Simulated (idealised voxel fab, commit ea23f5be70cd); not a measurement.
The process module that follows is named voxel double patterning.
Cross-section cut: width 180 nm, square cells of 5 nm.
Cross-section format: a grid of square cells, given as bands from top to bottom; each band is one or more rows of cells. Each band's line starts with the height of the band's top and of its bottom, in nm. Then come its materials from left to right, each with its width in nm. One material with "edge to edge" fills the band from edge to edge. "blank" is empty space. The level at which height equals 0 is the one under which the wafer, as it arrives, is entirely one material. No lower edge exists for the bottom band, which continues downward and is notated as in "from 0 down". With a width like "30..40", each row of cells in the band differs from the next by the same amount, the top row carrying the first number and the bottom row the second. "changes: none", as given for a step, is the statement that not any cell of the cross-section underwent a change during that step. So "Voids, enclosed" is basically the list of trapped voids: any empty space of 8 cells or more that can't reach the top through an opening. They're written width x height at distance, the distance being from the left edge, and it's all nm. The remark found on a step's line after its settings is issued by the simulator itself and pertains to that step. overlay nm: mask right of planned place by this much (step with mask). Neg. = left.
# Planned process steps
1. RECEIVE,material Si
2. CONFORMAL_DEP,material SiO2,thk nm 10
3. DIRECTIONAL_DEP,material W,thk nm 20
4. DIRECTIONAL_DEP,material SiN,thk nm 5
5. PATTERN,tone open,mask id FIRST,material resist,width nm 15,pitch nm 50,thk nm 15,overlay nm 0
6. DIRECTIONAL_ETCH,etch materials SiN,depth nm 5
7. STRIP,etch materials resist
8. DIRECTIONAL_DEP,material aC,thk nm 15
9. PATTERN,tone open,mask id SECOND,material resist,width nm 15,pitch nm 50,thk nm 30,overlay nm 0
10. DIRECTIONAL_ETCH,etch materials aC,depth nm 15
11. STRIP,etch materials resist
12. DIRECTIONAL_ETCH,etch materials SiN,depth nm 5
13. STRIP,etch materials aC
14. DIRECTIONAL_ETCH,etch materials W,depth nm 20
15. STRIP,etch materials SiN
# As received (post step 1): cross-section
	from 0 down | Si edge to edge
	Voids, enclosed: none
# Cross-section, end of module. Start: as above. Plan: as above. Execution: one mistake
	from 30 to 20 | SiO2 edge to edge
	from 20 to 0 | W edge to edge
	from 0 down | Si edge to edge
	Voids, enclosed: none
Processing error: note: step 2 <-> step 3, run order reversed vs plan
